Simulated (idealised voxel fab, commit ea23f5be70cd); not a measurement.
A process module follows: voxel transistor to metal.
Each square cell in cross-section cut measures 5 nm, and the section as a whole is 160 nm wide.
This document writes a cross-section as a grid whose cells are square, and gives it as bands, listed from the top down; one or more rows of cells form a band.
It is stipulated that each band's entry specify, in nanometres, the height of the top of the band and then that of its bottom, followed by the materials of the band in left-to-right sequence, each together with its width in nanometres. A single material marked by the word "everywhere" is understood to fill the band from edge to edge; the word "empty" is understood to denote empty space.
Height reference: 0 = level under which incoming wafer is all one material. Lowest band: no bottom, runs on downward, e.g. "z 0 and below".
Quick explanation for "30..40": the width changes in equal steps down the rows of cells, from the first number in the band's top row to the second number in its bottom row.
Basically "nothing was modified" means that step didn't change any cell in the cross-section.
"Closed internal voids" means: voids of 8 cells or more that are shut off from the top with no open way through. Written width x height at distance, distance from the left edge, in nm.
Text after the settings on a step's line: the simulator's own remark on that step.
The optional step-line setting "overlay nm" applies to steps with a mask and quantifies how far to the right of its planned location the mask lay, a negative value indicating leftward placement.
Before/after cross-section pairs, one process step each; after shown to lowest changed band; step and settings beneath. Pairs may be from different runs of this module on the same starting wafer; a pair continues from the one above only where its "State before step" entry says so.

State before step
z 60 to 45: lowk everywhere
z 45 to 40: SiCN everywhere
z 40 to 30: SiO2=30, then TiN=5, then W=25, then TiN=5, then SiO2=25, then TiN=5, then W=25, then TiN=5, then SiO2=35
z 30 to 25: SiO2=30, then TiN=5, then W=20, then TiN=10, then SiO2=25, then TiN=10, then W=20, then TiN=5, then SiO2=35
z 25 to 15: SiO2=30, then TiN=5, then W=20, then TiN=5, then SiN=10, then SiCN=15, then SiN=10, then TiN=5, then W=20, then TiN=5, then SiO2=35
z 15 to 5: SiO2=30, then TiN=5, then W=20, then TiN=5, then SiN=10, then polySi=15, then SiN=10, then TiN=5, then W=20, then TiN=5, then SiO2=35
z 5 to 0: SiO2=30, then TiN=5, then W=10, then TiN=15, then SiN=10, then polySi=15, then SiN=10, then TiN=15, then W=10, then TiN=5, then SiO2=35
z 0 to -5: SiO2=15, then SiN=10, then SiO2=5, then TiN=20, then nSi=10, then SiN=10, then polySi=15, then SiN=10, then nSi=10, then TiN=20, then SiO2=5, then SiN=10, then SiO2=20
z -5 to -10: SiO2=25, then nSi=35, then SiO2=35, then nSi=35, then SiO2=30
z -10 to -15: SiO2=25, then nSi=35, then Si=35, then nSi=35, then SiO2=30
z -15 to -40: SiO2=25, then Si=105, then SiO2=30
z -40 and below: Si everywhere
Closed internal voids: none

Sectional Result
z 60 to 45: lowk=20, then empty=20, then lowk=55, then empty=20, then lowk=45
Below 45, no change.
Closed internal voids: none
Can you name the step between the two cross-sections above? It is MASKED_ETCH: tone open, mask id METAL_1, width nm 20, pitch nm 75, etch materials lowk, depth nm 15, overlay nm -10

State before step: carried over from the after image of the pair right above.

Sectional Result
z 60 to 45: lowk=20, then empty=20, then lowk=55, then empty=20, then lowk=45
z 45 to 40: SiCN=30, then empty=10, then SiCN=65, then empty=10, then SiCN=45
Below 40, no change.
Closed internal voids: none
Can you name the step between the two cross-sections above? It is MASKED_ETCH: tone open, mask id METAL_1, width nm 20, pitch nm 75, etch materials SiCN, depth nm 5, overlay nm 0

State before step: carried over from the after image of the pair right above.

Sectional Result
z 65 to 60: TiN=25, then empty=10, then TiN=65, then empty=10, then TiN=50
z 60 to 50: lowk=20, then TiN=5, then empty=10, then TiN=5, then lowk=55, then TiN=5, then empty=10, then TiN=5, then lowk=45
z 50 to 45: lowk=20, then TiN=20, then lowk=55, then TiN=20, then lowk=45
z 45 to 40: SiCN=30, then TiN=10, then SiCN=65, then TiN=10, then SiCN=45
Below 40, no change.
Closed internal voids: none
Can you name the step between the two cross-sections above? It is CONFORMAL_DEP: material TiN, thk nm 5

State before step: carried over from the after image of the pair right above.

Sectional Result
z 70 to 65: Cu everywhere
z 65 to 60: TiN=25, then Cu=10, then TiN=65, then Cu=10, then TiN=50
z 60 to 50: lowk=20, then TiN=5, then Cu=10, then TiN=5, then lowk=55, then TiN=5, then Cu=10, then TiN=5, then lowk=45
Below 50, no change.
Closed internal voids: none
Can you name the step between the two cross-sections above? It is FILL_DEP: material Cu, thk nm 5

State before step: carried over from the after image of the pair right above.

Sectional Result
z 60 to 50: lowk=20, then TiN=5, then Cu=10, then TiN=5, then lowk=55, then TiN=5, then Cu=10, then TiN=5, then lowk=45
Below 50, no change.
Closed internal voids: none
Can you name the step between the two cross-sections above? It is CMP: height nm 60

State before step: carried over from the after image of the pair right above.

Sectional Result
z 65 to 60: empty=15, then Ru=30, then empty=45, then Ru=30, then empty=40
Below 60, no change.
Closed internal voids: none
Can you name the step between the two cross-sections above? It is EPI: material Ru, thk nm 5

State before step: carried over from the after image of the pair right above.

Sectional Result
z 70 to 65: SiCN everywhere
z 65 to 60: SiCN=15, then Ru=30, then SiCN=45, then Ru=30, then SiCN=40
Below 60, no change.
Closed internal voids: none
Can you name the step between the two cross-sections above? It is FILL_DEP: material SiCN, thk nm 5

State before step
z 25 to 15: empty=60, then SiN=10, then SiCN=15, then SiN=10, then empty=65
z 15 to 0: empty=60, then SiN=10, then polySi=15, then SiN=10, then empty=65
z 0 to -5: empty=15, then SiN=10, then empty=25, then nSi=10, then SiN=10, then polySi=15, then SiN=10, then nSi=10, then empty=25, then SiN=10, then empty=20
z -5 to -10: SiO2=25, then nSi=35, then SiO2=35, then nSi=35, then SiO2=30
z -10 to -15: SiO2=25, then nSi=35, then Si=35, then nSi=35, then SiO2=30
z -15 to -40: SiO2=25, then Si=105, then SiO2=30
z -40 and below: Si everywhere
Closed internal voids: none

Sectional Result
z 30 to 25: SiCN everywhere
z 25 to 15: SiCN=60, then SiN=10, then SiCN=15, then SiN=10, then SiCN=65
z 15 to 0: SiCN=60, then SiN=10, then polySi=15, then SiN=10, then SiCN=65
z 0 to -5: SiCN=15, then SiN=10, then SiCN=25, then nSi=10, then SiN=10, then polySi=15, then SiN=10, then nSi=10, then SiCN=25, then SiN=10, then SiCN=20
Below -5, no change.
Closed internal voids: none
Can you name the step between the two cross-sections above? It is FILL_DEP: material SiCN, thk nm 5

State before step: carried over from the after image of the pair right above.

Sectional Result
z 25 to 15: SiCN=60, then SiN=10, then SiCN=15, then SiN=10, then SiCN=65
Below 15, no change.
Closed internal voids: none
Can you name the step between the two cross-sections above? It is CMP: height nm 25

State before step: carried over from the after image of the pair right above.

Sectional Result
z 40 to 25: SiO2 everywhere
Below 25, no change.
Closed internal voids: none
Can you name the step between the two cross-sections above? It is DIRECTIONAL_DEP: material SiO2, thk nm 15

State before step: carried over from the after image of the pair right above.

Sectional Result
z 60 to 40: resist=30, then empty=35, then resist=25, then empty=35, then resist=35
Below 40, no change.
Closed internal voids: none
Can you name the step between the two cross-sections above? It is PATTERN: tone open, mask id CONTACT, material resist, width nm 35, pitch nm 60, thk nm 20, overlay nm 0

State before step: carried over from the after image of the pair right above.

Sectional Result
z 60 to 40: resist=30, then empty=35, then resist=25, then empty=35, then resist=35
z 40 to 25: SiO2=30, then empty=35, then SiO2=25, then empty=35, then SiO2=35
Below 25, no change.
Closed internal voids: none
Can you name the step between the two cross-sections above? It is DIRECTIONAL_ETCH: etch materials SiO2, depth nm 45

State before step: carried over from the after image of the pair right above.

Sectional Result
z 40 to 25: SiO2=30, then empty=35, then SiO2=25, then empty=35, then SiO2=35
Below 25, no change.
Closed internal voids: none
Can you name the step between the two cross-sections above? It is STRIP: etch materials resist

State before step: carried over from the after image of the pair right above.

Sectional Result
z 45 to 40: TiN=35, then empty=25, then TiN=35, then empty=25, then TiN=40
z 40 to 30: SiO2=30, then TiN=5, then empty=25, then TiN=5, then SiO2=25, then TiN=5, then empty=25, then TiN=5, then SiO2=35
z 30 to 25: SiO2=30, then TiN=35, then SiO2=25, then TiN=35, then SiO2=35
Below 25, no change.
Closed internal voids: none
Can you name the step between the two cross-sections above? It is CONFORMAL_DEP: material TiN, thk nm 5

State before step: carried over from the after image of the pair right above.

Sectional Result
z 50 to 45: W everywhere
z 45 to 40: TiN=35, then W=25, then TiN=35, then W=25, then TiN=40
z 40 to 30: SiO2=30, then TiN=5, then W=25, then TiN=5, then SiO2=25, then TiN=5, then W=25, then TiN=5, then SiO2=35
Below 30, no change.
Closed internal voids: none
Can you name the step between the two cross-sections above? It is FILL_DEP: material W, thk nm 5

State before step: carried over from the after image of the pair right above.

Sectional Result
z 40 to 30: SiO2=30, then TiN=5, then W=25, then TiN=5, then SiO2=25, then TiN=5, then W=25, then TiN=5, then SiO2=35
Below 30, no change.
Closed internal voids: none
Can you name the step between the two cross-sections above? It is CMP: height nm 40

State before step: carried over from the after image of the pair right above.

Sectional Result
z 45 to 40: SiCN everywhere
Below 40, no change.
Closed internal voids: none
Can you name the step between the two cross-sections above? It is CONFORMAL_DEP: material SiCN, thk nm 5

State before step: carried over from the after image of the pair right above.

Sectional Result
z 60 to 45: lowk everywhere
Below 45, no change.
Closed internal voids: none
Can you name the step between the two cross-sections above? It is DIRECTIONAL_DEP: material lowk, thk nm 15

State before step: carried over from the after image of the pair right above.

Sectional Result
z 60 to 45: lowk=30, then empty=20, then lowk=55, then empty=20, then lowk=35
Below 45, no change.
Closed internal voids: none
Can you name the step between the two cross-sections above? It is MASKED_ETCH: tone open, mask id METAL_1, width nm 20, pitch nm 75, etch materials lowk, depth nm 15, overlay nm 0

State before step: carried over from the after image of the pair right above.

Sectional Result
z 60 to 45: lowk=30, then empty=20, then lowk=55, then empty=20, then lowk=35
z 45 to 40: SiCN=30, then empty=20, then SiCN=55, then empty=20, then SiCN=35
Below 40, no change.
Closed internal voids: none
Can you name the step between the two cross-sections above? It is MASKED_ETCH: tone open, mask id METAL_1, width nm 20, pitch nm 75, etch materials SiCN, depth nm 5, overlay nm 0

State before step: carried over from the after image of the pair right above.

Sectional Result
z 65 to 60: TiN=35, then empty=10, then TiN=65, then empty=10, then TiN=40
z 60 to 45: lowk=30, then TiN=5, then empty=10, then TiN=5, then lowk=55, then TiN=5, then empty=10, then TiN=5, then lowk=35
z 45 to 40: SiCN=30, then TiN=20, then SiCN=55, then TiN=20, then SiCN=35
Below 40, no change.
Closed internal voids: none
Can you name the step between the two cross-sections above? It is CONFORMAL_DEP: material TiN, thk nm 5

State before step: carried over from the after image of the pair right above.

Sectional Result
z 70 to 65: Cu everywhere
z 65 to 60: TiN=35, then Cu=10, then TiN=65, then Cu=10, then TiN=40
z 60 to 45: lowk=30, then TiN=5, then Cu=10, then TiN=5, then lowk=55, then TiN=5, then Cu=10, then TiN=5, then lowk=35
Below 45, no change.
Closed internal voids: none
Can you name the step between the two cross-sections above? It is FILL_DEP: material Cu, thk nm 5

State before step: carried over from the after image of the pair right above.

Sectional Result
z 60 to 45: lowk=30, then TiN=5, then Cu=10, then TiN=5, then lowk=55, then TiN=5, then Cu=10, then TiN=5, then lowk=35
Below 45, no change.
Closed internal voids: none
Can you name the step between the two cross-sections above? It is CMP: height nm 60

State before step: carried over from the after image of the pair right above.

Sectional Result
z 65 to 60: empty=25, then Ru=30, then empty=45, then Ru=30, then empty=30
Below 60, no change.
Closed internal voids: none
Can you name the step between the two cross-sections above? It is EPI: material Ru, thk nm 5

State before step: carried over from the after image of the pair right above.

Sectional Result
z 70 to 65: SiCN everywhere
z 65 to 60: SiCN=25, then Ru=30, then SiCN=45, then Ru=30, then SiCN=30
Below 60, no change.
Closed internal voids: none
Can you name the step between the two cross-sections above? It is FILL_DEP: material SiCN, thk nm 5

State before step
z 40 to 25: SiO2 everywhere
z 25 to 15: SiO2=60, then SiN=10, then SiCN=15, then SiN=10, then SiO2=65
z 15 to 0: SiO2=60, then SiN=10, then polySi=15, then SiN=10, then SiO2=65
z 0 to -5: SiO2=15, then SiN=10, then SiO2=25, then nSi=10, then SiN=10, then polySi=15, then SiN=10, then nSi=10, then SiO2=25, then SiN=10, then SiO2=20
z -5 to -10: SiO2=25, then nSi=35, then SiO2=35, then nSi=35, then SiO2=30
z -10 to -15: SiO2=25, then nSi=35, then Si=35, then nSi=35, then SiO2=30
z -15 to -40: SiO2=25, then Si=105, then SiO2=30
z -40 and below: Si everywhere
Closed internal voids: none

Sectional Result
z 60 to 40: empty=30, then resist=35, then empty=25, then resist=35, then empty=35
Below 40, no change.
Closed internal voids: none
Can you name the step between the two cross-sections above? It is PATTERN: tone cover, mask id CONTACT, material resist, width nm 35, pitch nm 60, thk nm 20, overlay nm 0

State before step: carried over from the after image of the pair right above.

Sectional Result
z 60 to 40: empty=30, then resist=35, then empty=25, then resist=35, then empty=35
z 40 to 25: empty=30, then SiO2=35, then empty=25, then SiO2=35, then empty=35
z 25 to 15: empty=30, then SiO2=30, then SiN=10, then SiCN=15, then SiN=10, then SiO2=30, then empty=35
z 15 to 0: empty=30, then SiO2=30, then SiN=10, then polySi=15, then SiN=10, then SiO2=30, then empty=35
z 0 to -5: empty=15, then SiN=10, then empty=5, then SiO2=20, then nSi=10, then SiN=10, then polySi=15, then SiN=10, then nSi=10, then SiO2=20, then empty=5, then SiN=10, then empty=20
Below -5, no change.
Closed internal voids: none
Can you name the step between the two cross-sections above? It is DIRECTIONAL_ETCH: etch materials SiO2, depth nm 45

State before step: carried over from the after image of the pair right above.

Sectional Result
z 40 to 25: empty=30, then SiO2=35, then empty=25, then SiO2=35, then empty=35
Below 25, no change.
Closed internal voids: none
Can you name the step between the two cross-sections above? It is STRIP: etch materials resist

State before step: carried over from the after image of the pair right above.

Sectional Result
z 45 to 40: empty=25, then TiN=45, then empty=15, then TiN=45, then empty=30
z 40 to 30: empty=25, then TiN=5, then SiO2=35, then TiN=5, then empty=15, then TiN=5, then SiO2=35, then TiN=5, then empty=30
z 30 to 25: empty=25, then TiN=5, then SiO2=35, then TiN=25, then SiO2=35, then TiN=5, then empty=30
z 25 to 15: empty=25, then TiN=5, then SiO2=30, then SiN=10, then SiCN=15, then SiN=10, then SiO2=30, then TiN=5, then empty=30
z 15 to 5: empty=25, then TiN=5, then SiO2=30, then SiN=10, then polySi=15, then SiN=10, then SiO2=30, then TiN=5, then empty=30
z 5 to 0: empty=10, then TiN=20, then SiO2=30, then SiN=10, then polySi=15, then SiN=10, then SiO2=30, then TiN=20, then empty=15
z 0 to -5: TiN=15, then SiN=10, then TiN=5, then SiO2=20, then nSi=10, then SiN=10, then polySi=15, then SiN=10, then nSi=10, then SiO2=20, then TiN=5, then SiN=10, then TiN=20
Below -5, no change.
Closed internal voids: none
Can you name the step between the two cross-sections above? It is CONFORMAL_DEP: material TiN, thk nm 5

State before step: carried over from the after image of the pair right above.

Sectional Result
z 50 to 45: W everywhere
z 45 to 40: W=25, then TiN=45, then W=15, then TiN=45, then W=30
z 40 to 30: W=25, then TiN=5, then SiO2=35, then TiN=5, then W=15, then TiN=5, then SiO2=35, then TiN=5, then W=30
z 30 to 25: W=25, then TiN=5, then SiO2=35, then TiN=25, then SiO2=35, then TiN=5, then W=30
z 25 to 15: W=25, then TiN=5, then SiO2=30, then SiN=10, then SiCN=15, then SiN=10, then SiO2=30, then TiN=5, then W=30
z 15 to 5: W=25, then TiN=5, then SiO2=30, then SiN=10, then polySi=15, then SiN=10, then SiO2=30, then TiN=5, then W=30
z 5 to 0: W=10, then TiN=20, then SiO2=30, then SiN=10, then polySi=15, then SiN=10, then SiO2=30, then TiN=20, then W=15
Below 0, no change.
Closed internal voids: none
Can you name the step between the two cross-sections above? It is FILL_DEP: material W, thk nm 5

State before step: carried over from the after image of the pair right above.

Sectional Result
z 40 to 30: W=25, then TiN=5, then SiO2=35, then TiN=5, then W=15, then TiN=5, then SiO2=35, then TiN=5, then W=30
Below 30, no change.
Closed internal voids: none
Can you name the step between the two cross-sections above? It is CMP: height nm 40

State before step: carried over from the after image of the pair right above.

Sectional Result
z 45 to 40: SiCN everywhere
Below 40, no change.
Closed internal voids: none
Can you name the step between the two cross-sections above? It is CONFORMAL_DEP: material SiCN, thk nm 5

State before step: carried over from the after image of the pair right above.

Sectional Result
z 60 to 45: lowk everywhere
Below 45, no change.
Closed internal voids: none
Can you name the step between the two cross-sections above? It is DIRECTIONAL_DEP: material lowk, thk nm 15

State before step: carried over from the after image of the pair right above.

Sectional Result
z 60 to 45: lowk=30, then empty=20, then lowk=55, then empty=20, then lowk=35
Below 45, no change.
Closed internal voids: none
Can you name the step between the two cross-sections above? It is MASKED_ETCH: tone open, mask id METAL_1, width nm 20, pitch nm 75, etch materials lowk, depth nm 15, overlay nm 0

State before step: carried over from the after image of the pair right above.

Sectional Result
z 60 to 45: lowk=30, then empty=20, then lowk=55, then empty=20, then lowk=35
z 45 to 40: SiCN=30, then empty=20, then SiCN=55, then empty=20, then SiCN=35
Below 40, no change.
Closed internal voids: none
Can you name the step between the two cross-sections above? It is MASKED_ETCH: tone open, mask id METAL_1, width nm 20, pitch nm 75, etch materials SiCN, depth nm 5, overlay nm 0

State before step: carried over from the after image of the pair right above.

Sectional Result
z 65 to 60: TiN=35, then empty=10, then TiN=65, then empty=10, then TiN=40
z 60 to 45: lowk=30, then TiN=5, then empty=10, then TiN=5, then lowk=55, then TiN=5, then empty=10, then TiN=5, then lowk=35
z 45 to 40: SiCN=30, then TiN=20, then SiCN=55, then TiN=20, then SiCN=35
Below 40, no change.
Closed internal voids: none
Can you name the step between the two cross-sections above? It is CONFORMAL_DEP: material TiN, thk nm 5

State before step: carried over from the after image of the pair right above.

Sectional Result
z 70 to 65: Cu everywhere
z 65 to 60: TiN=35, then Cu=10, then TiN=65, then Cu=10, then TiN=40
z 60 to 45: lowk=30, then TiN=5, then Cu=10, then TiN=5, then lowk=55, then TiN=5, then Cu=10, then TiN=5, then lowk=35
Below 45, no change.
Closed internal voids: none
Can you name the step between the two cross-sections above? It is FILL_DEP: material Cu, thk nm 5

State before step: carried over from the after image of the pair right above.

Sectional Result
z 60 to 45: lowk=30, then TiN=5, then Cu=10, then TiN=5, then lowk=55, then TiN=5, then Cu=10, then TiN=5, then lowk=35
Below 45, no change.
Closed internal voids: none
Can you name the step between the two cross-sections above? It is CMP: height nm 60

State before step: carried over from the after image of the pair right above.

Sectional Result
z 65 to 60: empty=25, then Ru=30, then empty=45, then Ru=30, then empty=30
Below 60, no change.
Closed internal voids: none
Can you name the step between the two cross-sections above? It is EPI: material Ru, thk nm 5

State before step: carried over from the after image of the pair right above.

Sectional Result
z 70 to 65: SiCN everywhere
z 65 to 60: SiCN=25, then Ru=30, then SiCN=45, then Ru=30, then SiCN=30
Below 60, no change.
Closed internal voids: none
Can you name the step between the two cross-sections above? It is FILL_DEP: material SiCN, thk nm 5
